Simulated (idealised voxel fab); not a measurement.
Process module, titled voxel air gaps
It is cross-section cut that appears here, measuring 165 nm in width, its square cells being 5 nm in size.
Each cross-section below is a grid of square cells, stated as bands in top-down order, with one or more rows of cells making up each band.
Quick guide to a band line: top height, bottom height (nm) up front; then every material left to right with its width in nm. Only one material and it's marked "all across"? Then it fills the band edge to edge. And "empty" just means empty space.
Note: height 0 marks the level under which the wafer is uniformly one material as received. Lowest band unbounded below, written "from 0 down".
The expression "30 to 40" gives the width at the extremes of the band, the first number at its top row of cells and the second at its bottom row, with the width changing by equal amounts from each row to the next in between.
You'll sometimes find "stayed the same" written for a step, and that's the way of saying that nowhere in the cross-section did a cell change during that step.
What "Unvented voids" gives you is every empty space of 8 cells or more that is cut off from the top. Each appears as width x height at distance, with the distance taken from the left edge and width, height and distance all in nm.
If you see something after the settings on a step's line, that's the simulator's own remark about that step.
You can add "overlay nm" to a step's line. For a step with a mask, it describes how far the mask lay to the right of its planned position, and a negative number describes a lay to the left.
**Process steps (planned)**
1,RECEIVE | material Si
2,CONFORMAL_DEP | material SiO2 | thk nm 15
3,CONFORMAL_DEP | material SiCN | thk nm 5
4,DIRECTIONAL_DEP | material SiO2 | thk nm 30
5,DIRECTIONAL_DEP | material aC | thk nm 10
6,PATTERN | tone open | mask id LINES | material resist | width nm 15 | pitch nm 40 | thk nm 25 | overlay nm 0
7,DIRECTIONAL_ETCH | etch materials aC | depth nm 10
8,STRIP | etch materials resist
9,DIRECTIONAL_ETCH | etch materials SiO2 | depth nm 30
10,STRIP | etch materials aC
11,CONFORMAL_DEP | material TiN | thk nm 5
12,FILL_DEP | material W | thk nm 10
13,CMP | height nm 50
14,EPI | material Ru | thk nm 10
15,SELECTIVE_ETCH | etch materials SiO2 | depth nm 40
16,CONFORMAL_DEP | material SiCN | thk nm 5
**Shown in cross-section is the wafer as received, that is, as it stands after step 1**
  from 0 down: Si all across
  Unvented voids: none
**Final wafer profile in cross-section after the module, from the same start and plan as above, with one mistake made during processing**
  from 75 to 70: 10 empty, then 145 SiCN, then 10 empty
  from 70 to 50: 10 empty, then 5 SiCN, then 135 Ru, then 5 SiCN, then 10 empty
  from 50 to 45: 10 empty, then 25 SiCN, then 5 TiN, then 5 W, then 5 TiN, then 25 SiO2, then 5 TiN, then 5 W, then 5 TiN, then 25 SiO2, then 5 TiN, then 5 W, then 5 TiN, then 25 SiCN, then 10 empty
  from 45 to 25: 30 empty, then 5 SiCN, then 5 TiN, then 5 W, then 5 TiN, then 25 SiO2, then 5 TiN, then 5 W, then 5 TiN, then 25 SiO2, then 5 TiN, then 5 W, then 5 TiN, then 5 SiCN, then 30 empty
  from 25 to 20: 35 SiCN, then 15 TiN, then 25 SiO2, then 15 TiN, then 25 SiO2, then 15 TiN, then 35 SiCN
  from 20 to 15: SiCN all across
  from 15 to 0: SiO2 all across
  from 0 down: Si all across
  Unvented voids: none
Where did the run depart from the plan? step 14 of the plan saw execution twice
